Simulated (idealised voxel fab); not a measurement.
This section sets out a process module, namely voxel capacitor over wiring.
220 nm wide, 5 nm square cells: that's cross-section cut.
How to read a cross-section here: the picture is a grid of square cells, written as bands going from the top down, and any band can span one or more rows of cells.
A band entry consists of two parts. The first gives the height of the band's top and the height of its bottom, in nm. The rest lists the band's materials from left to right, each with its width in nm. A single material labelled with the word "edge to edge" fills the band from edge to edge, and the word "blank" marks empty space.
The reference from which all heights are counted is 0, the level beneath which the as-received wafer is entirely one material; the lowest band, having no lower bound, proceeds downward and is written after the example "top 0, no bottom".
A width such as "30->40" changes by the same amount from each row of cells to the next, from the band's top row to its bottom row.
Step marked "no modification"? Then no cell in the cross-section changed in it.
"Enclosed voids" contains a list of empty spaces, each no smaller than 8 cells and without an open way to the top, written in the form width x height at distance with the distance from the left edge and all three in nm.
Whatever follows a step's settings on its line is a remark the simulator itself makes about that step.
"overlay nm" denotes, for a step that has a mask, the displacement of the mask to the right of its planned place, with negative values corresponding to the left.

LISTED BELOW ARE THE PROCESS STEPS AS PLANNED
1,RECEIVE with material Si
2,CONFORMAL_DEP with material SiO2, thk nm 10
3,DIRECTIONAL_DEP with material TiN, thk nm 5
4,DIRECTIONAL_DEP with material W, thk nm 20
5,DIRECTIONAL_DEP with material aC, thk nm 10
6,PATTERN with tone cover, mask id METAL_1, material resist, width nm 20, pitch nm 70, thk nm 30, overlay nm 0
7,DIRECTIONAL_ETCH with etch materials aC, depth nm 10
8,STRIP with etch materials resist
9,DIRECTIONAL_ETCH with etch materials W, depth nm 20
10,DIRECTIONAL_ETCH with etch materials TiN, depth nm 5
11,STRIP with etch materials aC
12,FILL_DEP with material SiO2, thk nm 10
13,CMP with height nm 35
14,CONFORMAL_DEP with material SiCN, thk nm 5
15,DIRECTIONAL_DEP with material SiO2, thk nm 20
16,PATTERN with tone open, mask id PLUG_1, material resist, width nm 15, thk nm 20, overlay nm 0
17,DIRECTIONAL_ETCH with etch materials SiO2, depth nm 20
18,DIRECTIONAL_ETCH with etch materials SiCN, depth nm 5
19,STRIP with etch materials resist
20,CONFORMAL_DEP with material TiN, thk nm 5
21,FILL_DEP with material Cu, thk nm 5
22,CMP with height nm 60
23,DIRECTIONAL_DEP with material TiN, thk nm 10
24,DIRECTIONAL_DEP with material HfO2, thk nm 5
25,DIRECTIONAL_DEP with material TiN, thk nm 5
26,MASKED_ETCH with tone cover, mask id UPPER_PLATE, width nm 55, etch materials TiN, depth nm 5, overlay nm 0
27,MASKED_ETCH with tone cover, mask id UPPER_PLATE, width nm 55, etch materials HfO2, depth nm 5, overlay nm 0
28,MASKED_ETCH with tone cover, mask id LOWER_PLATE, width nm 65, etch materials TiN, depth nm 10, overlay nm 0
29,FILL_DEP with material SiO2, thk nm 20
30,CMP with height nm 95
31,PATTERN with tone open, mask id PLUG_2, material resist, width nm 15, thk nm 15, overlay nm 0
32,DIRECTIONAL_ETCH with etch materials SiO2, depth nm 15
33,STRIP with etch materials resist
34,CONFORMAL_DEP with material TiN, thk nm 5
35,FILL_DEP with material Cu, thk nm 10
36,CMP with height nm 95
37,CONFORMAL_DEP with material SiN, thk nm 5

FIRST WAFER, TWO IN TOTAL, RUN AS PLANNED

INCOMING WAFER, CROSS-SECTIONAL VIEW, POST STEP 1
* top 0, no bottom: Si edge to edge
* Enclosed voids: none

CROSS-SECTION OF THE WAFER AFTER STEP 2
* top 10, bottom 0: SiO2 edge to edge
* Note: structure below 0 unchanged.

CROSS-SECTION OF THE WAFER AFTER STEP 3
* top 15, bottom 10: TiN edge to edge
* Note: structure below 10 unchanged.

CROSS-SECTION OF THE WAFER AFTER STEP 4
* top 35, bottom 15: W edge to edge
* Note: structure below 15 unchanged.

CROSS-SECTION OF THE WAFER AFTER STEP 5
* top 45, bottom 35: aC edge to edge
* Note: structure below 35 unchanged.

CROSS-SECTION OF THE WAFER AFTER STEP 6
* top 75, bottom 45: 65 nm blank; 20 nm resist; 50 nm blank; 20 nm resist; 65 nm blank
* Note: structure below 45 unchanged.

CROSS-SECTION OF THE WAFER AFTER STEP 7
* top 65, bottom 45: 65 nm blank; 20 nm resist; 50 nm blank; 20 nm resist; 65 nm blank
* top 45, bottom 35: 65 nm blank; 20 nm aC; 50 nm blank; 20 nm aC; 65 nm blank
* Note: structure below 35 unchanged.

CROSS-SECTION OF THE WAFER AFTER STEP 8
* top 45, bottom 35: 65 nm blank; 20 nm aC; 50 nm blank; 20 nm aC; 65 nm blank
* Note: structure below 35 unchanged.

CROSS-SECTION OF THE WAFER AFTER STEP 9
* top 45, bottom 35: 65 nm blank; 20 nm aC; 50 nm blank; 20 nm aC; 65 nm blank
* top 35, bottom 15: 65 nm blank; 20 nm W; 50 nm blank; 20 nm W; 65 nm blank
* Note: structure below 15 unchanged.

CROSS-SECTION OF THE WAFER AFTER STEP 10
* top 45, bottom 35: 65 nm blank; 20 nm aC; 50 nm blank; 20 nm aC; 65 nm blank
* top 35, bottom 15: 65 nm blank; 20 nm W; 50 nm blank; 20 nm W; 65 nm blank
* top 15, bottom 10: 65 nm blank; 20 nm TiN; 50 nm blank; 20 nm TiN; 65 nm blank
* Note: structure below 10 unchanged.

CROSS-SECTION OF THE WAFER AFTER STEP 11
* top 35, bottom 15: 65 nm blank; 20 nm W; 50 nm blank; 20 nm W; 65 nm blank
* Note: structure below 15 unchanged.

CROSS-SECTION OF THE WAFER AFTER STEP 12
* top 45, bottom 35: SiO2 edge to edge
* top 35, bottom 15: 65 nm SiO2; 20 nm W; 50 nm SiO2; 20 nm W; 65 nm SiO2
* top 15, bottom 10: 65 nm SiO2; 20 nm TiN; 50 nm SiO2; 20 nm TiN; 65 nm SiO2
* Note: structure below 10 unchanged.

CROSS-SECTION OF THE WAFER AFTER STEP 13
* top 35, bottom 15: 65 nm SiO2; 20 nm W; 50 nm SiO2; 20 nm W; 65 nm SiO2
* Note: structure below 15 unchanged.

CROSS-SECTION OF THE WAFER AFTER STEP 14
* top 40, bottom 35: SiCN edge to edge
* Note: structure below 35 unchanged.

CROSS-SECTION OF THE WAFER AFTER STEP 15
* top 60, bottom 40: SiO2 edge to edge
* Note: structure below 40 unchanged.

CROSS-SECTION OF THE WAFER AFTER STEP 16
* top 80, bottom 60: 70 nm resist; 15 nm blank; 135 nm resist
* Note: structure below 60 unchanged.

CROSS-SECTION OF THE WAFER AFTER STEP 17
* top 80, bottom 60: 70 nm resist; 15 nm blank; 135 nm resist
* top 60, bottom 40: 70 nm SiO2; 15 nm blank; 135 nm SiO2
* Note: structure below 40 unchanged.

CROSS-SECTION OF THE WAFER AFTER STEP 18
* top 80, bottom 60: 70 nm resist; 15 nm blank; 135 nm resist
* top 60, bottom 40: 70 nm SiO2; 15 nm blank; 135 nm SiO2
* top 40, bottom 35: 70 nm SiCN; 15 nm blank; 135 nm SiCN
* Note: structure below 35 unchanged.

CROSS-SECTION OF THE WAFER AFTER STEP 19
* top 60, bottom 40: 70 nm SiO2; 15 nm blank; 135 nm SiO2
* Note: structure below 40 unchanged.

CROSS-SECTION OF THE WAFER AFTER STEP 20
* top 65, bottom 60: 75 nm TiN; 5 nm blank; 140 nm TiN
* top 60, bottom 40: 70 nm SiO2; 5 nm TiN; 5 nm blank; 5 nm TiN; 135 nm SiO2
* top 40, bottom 35: 70 nm SiCN; 15 nm TiN; 135 nm SiCN
* Note: structure below 35 unchanged.

CROSS-SECTION OF THE WAFER AFTER STEP 21
* top 70, bottom 65: Cu edge to edge
* top 65, bottom 60: 75 nm TiN; 5 nm Cu; 140 nm TiN
* top 60, bottom 40: 70 nm SiO2; 5 nm TiN; 5 nm Cu; 5 nm TiN; 135 nm SiO2
* Note: structure below 40 unchanged.

CROSS-SECTION OF THE WAFER AFTER STEP 22
* top 60, bottom 40: 70 nm SiO2; 5 nm TiN; 5 nm Cu; 5 nm TiN; 135 nm SiO2
* Note: structure below 40 unchanged.

CROSS-SECTION OF THE WAFER AFTER STEP 23
* top 70, bottom 60: TiN edge to edge
* Note: structure below 60 unchanged.

CROSS-SECTION OF THE WAFER AFTER STEP 24
* top 75, bottom 70: HfO2 edge to edge
* Note: structure below 70 unchanged.

CROSS-SECTION OF THE WAFER AFTER STEP 25
* top 80, bottom 75: TiN edge to edge
* Note: structure below 75 unchanged.

CROSS-SECTION OF THE WAFER AFTER STEP 26
* top 80, bottom 75: 70 nm blank; 55 nm TiN; 95 nm blank
* Note: structure below 75 unchanged.

CROSS-SECTION OF THE WAFER AFTER STEP 27
* top 80, bottom 75: 70 nm blank; 55 nm TiN; 95 nm blank
* top 75, bottom 70: 70 nm blank; 55 nm HfO2; 95 nm blank
* Note: structure below 70 unchanged.

CROSS-SECTION OF THE WAFER AFTER STEP 28
* top 80, bottom 75: 70 nm blank; 55 nm TiN; 95 nm blank
* top 75, bottom 70: 70 nm blank; 55 nm HfO2; 95 nm blank
* top 70, bottom 60: 65 nm blank; 65 nm TiN; 90 nm blank
* Note: structure below 60 unchanged.

CROSS-SECTION OF THE WAFER AFTER STEP 29
* top 100, bottom 80: SiO2 edge to edge
* top 80, bottom 75: 70 nm SiO2; 55 nm TiN; 95 nm SiO2
* top 75, bottom 70: 70 nm SiO2; 55 nm HfO2; 95 nm SiO2
* top 70, bottom 60: 65 nm SiO2; 65 nm TiN; 90 nm SiO2
* Note: structure below 60 unchanged.

CROSS-SECTION OF THE WAFER AFTER STEP 30
* top 95, bottom 80: SiO2 edge to edge
* Note: structure below 80 unchanged.

CROSS-SECTION OF THE WAFER AFTER STEP 31
* top 110, bottom 95: 80 nm resist; 15 nm blank; 125 nm resist
* Note: structure below 95 unchanged.

CROSS-SECTION OF THE WAFER AFTER STEP 32
* top 110, bottom 95: 80 nm resist; 15 nm blank; 125 nm resist
* top 95, bottom 80: 80 nm SiO2; 15 nm blank; 125 nm SiO2
* Note: structure below 80 unchanged.

CROSS-SECTION OF THE WAFER AFTER STEP 33
* top 95, bottom 80: 80 nm SiO2; 15 nm blank; 125 nm SiO2
* Note: structure below 80 unchanged.

CROSS-SECTION OF THE WAFER AFTER STEP 34
* top 100, bottom 95: 85 nm TiN; 5 nm blank; 130 nm TiN
* top 95, bottom 85: 80 nm SiO2; 5 nm TiN; 5 nm blank; 5 nm TiN; 125 nm SiO2
* top 85, bottom 75: 80->70 nm SiO2; 15->55 nm TiN; 125->95 nm SiO2
* Note: structure below 75 unchanged.

CROSS-SECTION OF THE WAFER AFTER STEP 35
* top 110, bottom 100: Cu edge to edge
* top 100, bottom 95: 85 nm TiN; 5 nm Cu; 130 nm TiN
* top 95, bottom 85: 80 nm SiO2; 5 nm TiN; 5 nm Cu; 5 nm TiN; 125 nm SiO2
* Note: structure below 85 unchanged.

CROSS-SECTION OF THE WAFER AFTER STEP 36
* top 95, bottom 85: 80 nm SiO2; 5 nm TiN; 5 nm Cu; 5 nm TiN; 125 nm SiO2
* Note: structure below 85 unchanged.

CROSS-SECTION OF THE WAFER AFTER STEP 37
* top 100, bottom 95: SiN edge to edge
* Note: structure below 95 unchanged.

THE SECOND WAFER BEGAN EXACTLY AS THE FIRST DID AND FOLLOWED THE SAME PLAN, BUT ONE MISTAKE WAS MADE WHILE RUNNING IT; THROUGH STEP 2 INCLUSIVE, THE TWO WAFERS ARE IDENTICAL

THE SECOND WAFER IN CROSS-SECTION, AT THE PLANNED CLOSE OF STEP 3
* top 30, bottom 10: W edge to edge
* Note: structure below 10 unchanged.

THE SECOND WAFER IN CROSS-SECTION, AT THE PLANNED CLOSE OF STEP 4
* top 35, bottom 30: TiN edge to edge
* Note: structure below 30 unchanged.

THE SECOND WAFER IN CROSS-SECTION, AT THE PLANNED CLOSE OF STEP 5
* top 45, bottom 35: aC edge to edge
* Note: structure below 35 unchanged.

THE SECOND WAFER IN CROSS-SECTION, AT THE PLANNED CLOSE OF STEP 6
* top 75, bottom 45: 65 nm blank; 20 nm resist; 50 nm blank; 20 nm resist; 65 nm blank
* Note: structure below 45 unchanged.

THE SECOND WAFER IN CROSS-SECTION, AT THE PLANNED CLOSE OF STEP 7
* top 65, bottom 45: 65 nm blank; 20 nm resist; 50 nm blank; 20 nm resist; 65 nm blank
* top 45, bottom 35: 65 nm blank; 20 nm aC; 50 nm blank; 20 nm aC; 65 nm blank
* Note: structure below 35 unchanged.

THE SECOND WAFER IN CROSS-SECTION, AT THE PLANNED CLOSE OF STEP 8
* top 45, bottom 35: 65 nm blank; 20 nm aC; 50 nm blank; 20 nm aC; 65 nm blank
* Note: structure below 35 unchanged.

The second wafer in cross-section, at the planned close of step 9: no modification

THE SECOND WAFER IN CROSS-SECTION, AT THE PLANNED CLOSE OF STEP 10
* top 45, bottom 35: 65 nm blank; 20 nm aC; 50 nm blank; 20 nm aC; 65 nm blank
* top 35, bottom 30: 65 nm blank; 20 nm TiN; 50 nm blank; 20 nm TiN; 65 nm blank
* Note: structure below 30 unchanged.

THE SECOND WAFER IN CROSS-SECTION, AT THE PLANNED CLOSE OF STEP 11
* top 35, bottom 30: 65 nm blank; 20 nm TiN; 50 nm blank; 20 nm TiN; 65 nm blank
* Note: structure below 30 unchanged.

THE SECOND WAFER IN CROSS-SECTION, AT THE PLANNED CLOSE OF STEP 12
* top 45, bottom 35: SiO2 edge to edge
* top 35, bottom 30: 65 nm SiO2; 20 nm TiN; 50 nm SiO2; 20 nm TiN; 65 nm SiO2
* Note: structure below 30 unchanged.

THE SECOND WAFER IN CROSS-SECTION, AT THE PLANNED CLOSE OF STEP 13
* top 35, bottom 30: 65 nm SiO2; 20 nm TiN; 50 nm SiO2; 20 nm TiN; 65 nm SiO2
* Note: structure below 30 unchanged.

THE SECOND WAFER IN CROSS-SECTION, AT THE PLANNED CLOSE OF STEP 14
* top 40, bottom 35: SiCN edge to edge
* Note: structure below 35 unchanged.

THE SECOND WAFER IN CROSS-SECTION, AT THE PLANNED CLOSE OF STEP 15
* top 60, bottom 40: SiO2 edge to edge
* Note: structure below 40 unchanged.

THE SECOND WAFER IN CROSS-SECTION, AT THE PLANNED CLOSE OF STEP 16
* top 80, bottom 60: 70 nm resist; 15 nm blank; 135 nm resist
* Note: structure below 60 unchanged.

THE SECOND WAFER IN CROSS-SECTION, AT THE PLANNED CLOSE OF STEP 17
* top 80, bottom 60: 70 nm resist; 15 nm blank; 135 nm resist
* top 60, bottom 40: 70 nm SiO2; 15 nm blank; 135 nm SiO2
* Note: structure below 40 unchanged.

THE SECOND WAFER IN CROSS-SECTION, AT THE PLANNED CLOSE OF STEP 18
* top 80, bottom 60: 70 nm resist; 15 nm blank; 135 nm resist
* top 60, bottom 40: 70 nm SiO2; 15 nm blank; 135 nm SiO2
* top 40, bottom 35: 70 nm SiCN; 15 nm blank; 135 nm SiCN
* Note: structure below 35 unchanged.

THE SECOND WAFER IN CROSS-SECTION, AT THE PLANNED CLOSE OF STEP 19
* top 60, bottom 40: 70 nm SiO2; 15 nm blank; 135 nm SiO2
* Note: structure below 40 unchanged.

THE SECOND WAFER IN CROSS-SECTION, AT THE PLANNED CLOSE OF STEP 20
* top 65, bottom 60: 75 nm TiN; 5 nm blank; 140 nm TiN
* top 60, bottom 40: 70 nm SiO2; 5 nm TiN; 5 nm blank; 5 nm TiN; 135 nm SiO2
* top 40, bottom 35: 70 nm SiCN; 15 nm TiN; 135 nm SiCN
* Note: structure below 35 unchanged.

THE SECOND WAFER IN CROSS-SECTION, AT THE PLANNED CLOSE OF STEP 21
* top 70, bottom 65: Cu edge to edge
* top 65, bottom 60: 75 nm TiN; 5 nm Cu; 140 nm TiN
* top 60, bottom 40: 70 nm SiO2; 5 nm TiN; 5 nm Cu; 5 nm TiN; 135 nm SiO2
* Note: structure below 40 unchanged.

THE SECOND WAFER IN CROSS-SECTION, AT THE PLANNED CLOSE OF STEP 22
* top 60, bottom 40: 70 nm SiO2; 5 nm TiN; 5 nm Cu; 5 nm TiN; 135 nm SiO2
* Note: structure below 40 unchanged.

THE SECOND WAFER IN CROSS-SECTION, AT THE PLANNED CLOSE OF STEP 23
* top 70, bottom 60: TiN edge to edge
* Note: structure below 60 unchanged.

THE SECOND WAFER IN CROSS-SECTION, AT THE PLANNED CLOSE OF STEP 24
* top 75, bottom 70: HfO2 edge to edge
* Note: structure below 70 unchanged.

THE SECOND WAFER IN CROSS-SECTION, AT THE PLANNED CLOSE OF STEP 25
* top 80, bottom 75: TiN edge to edge
* Note: structure below 75 unchanged.

THE SECOND WAFER IN CROSS-SECTION, AT THE PLANNED CLOSE OF STEP 26
* top 80, bottom 75: 70 nm blank; 55 nm TiN; 95 nm blank
* Note: structure below 75 unchanged.

THE SECOND WAFER IN CROSS-SECTION, AT THE PLANNED CLOSE OF STEP 27
* top 80, bottom 75: 70 nm blank; 55 nm TiN; 95 nm blank
* top 75, bottom 70: 70 nm blank; 55 nm HfO2; 95 nm blank
* Note: structure below 70 unchanged.

THE SECOND WAFER IN CROSS-SECTION, AT THE PLANNED CLOSE OF STEP 28
* top 80, bottom 75: 70 nm blank; 55 nm TiN; 95 nm blank
* top 75, bottom 70: 70 nm blank; 55 nm HfO2; 95 nm blank
* top 70, bottom 60: 65 nm blank; 65 nm TiN; 90 nm blank
* Note: structure below 60 unchanged.

THE SECOND WAFER IN CROSS-SECTION, AT THE PLANNED CLOSE OF STEP 29
* top 100, bottom 80: SiO2 edge to edge
* top 80, bottom 75: 70 nm SiO2; 55 nm TiN; 95 nm SiO2
* top 75, bottom 70: 70 nm SiO2; 55 nm HfO2; 95 nm SiO2
* top 70, bottom 60: 65 nm SiO2; 65 nm TiN; 90 nm SiO2
* Note: structure below 60 unchanged.

THE SECOND WAFER IN CROSS-SECTION, AT THE PLANNED CLOSE OF STEP 30
* top 95, bottom 80: SiO2 edge to edge
* Note: structure below 80 unchanged.

THE SECOND WAFER IN CROSS-SECTION, AT THE PLANNED CLOSE OF STEP 31
* top 110, bottom 95: 80 nm resist; 15 nm blank; 125 nm resist
* Note: structure below 95 unchanged.

THE SECOND WAFER IN CROSS-SECTION, AT THE PLANNED CLOSE OF STEP 32
* top 110, bottom 95: 80 nm resist; 15 nm blank; 125 nm resist
* top 95, bottom 80: 80 nm SiO2; 15 nm blank; 125 nm SiO2
* Note: structure below 80 unchanged.

THE SECOND WAFER IN CROSS-SECTION, AT THE PLANNED CLOSE OF STEP 33
* top 95, bottom 80: 80 nm SiO2; 15 nm blank; 125 nm SiO2
* Note: structure below 80 unchanged.

THE SECOND WAFER IN CROSS-SECTION, AT THE PLANNED CLOSE OF STEP 34
* top 100, bottom 95: 85 nm TiN; 5 nm blank; 130 nm TiN
* top 95, bottom 85: 80 nm SiO2; 5 nm TiN; 5 nm blank; 5 nm TiN; 125 nm SiO2
* top 85, bottom 75: 80->70 nm SiO2; 15->55 nm TiN; 125->95 nm SiO2
* Note: structure below 75 unchanged.

THE SECOND WAFER IN CROSS-SECTION, AT THE PLANNED CLOSE OF STEP 35
* top 110, bottom 100: Cu edge to edge
* top 100, bottom 95: 85 nm TiN; 5 nm Cu; 130 nm TiN
* top 95, bottom 85: 80 nm SiO2; 5 nm TiN; 5 nm Cu; 5 nm TiN; 125 nm SiO2
* Note: structure below 85 unchanged.

THE SECOND WAFER IN CROSS-SECTION, AT THE PLANNED CLOSE OF STEP 36
* top 95, bottom 85: 80 nm SiO2; 5 nm TiN; 5 nm Cu; 5 nm TiN; 125 nm SiO2
* Note: structure below 85 unchanged.

THE SECOND WAFER IN CROSS-SECTION, AT THE PLANNED CLOSE OF STEP 37
* top 100, bottom 95: SiN edge to edge
* Note: structure below 95 unchanged.
What was the processing mistake? the executed order of steps 3 and 4 is the reverse of that specified in the plan, each step having taken the other's position
Cell-count delta at end, second wafer over first, by material: SiO2 -144, W +144
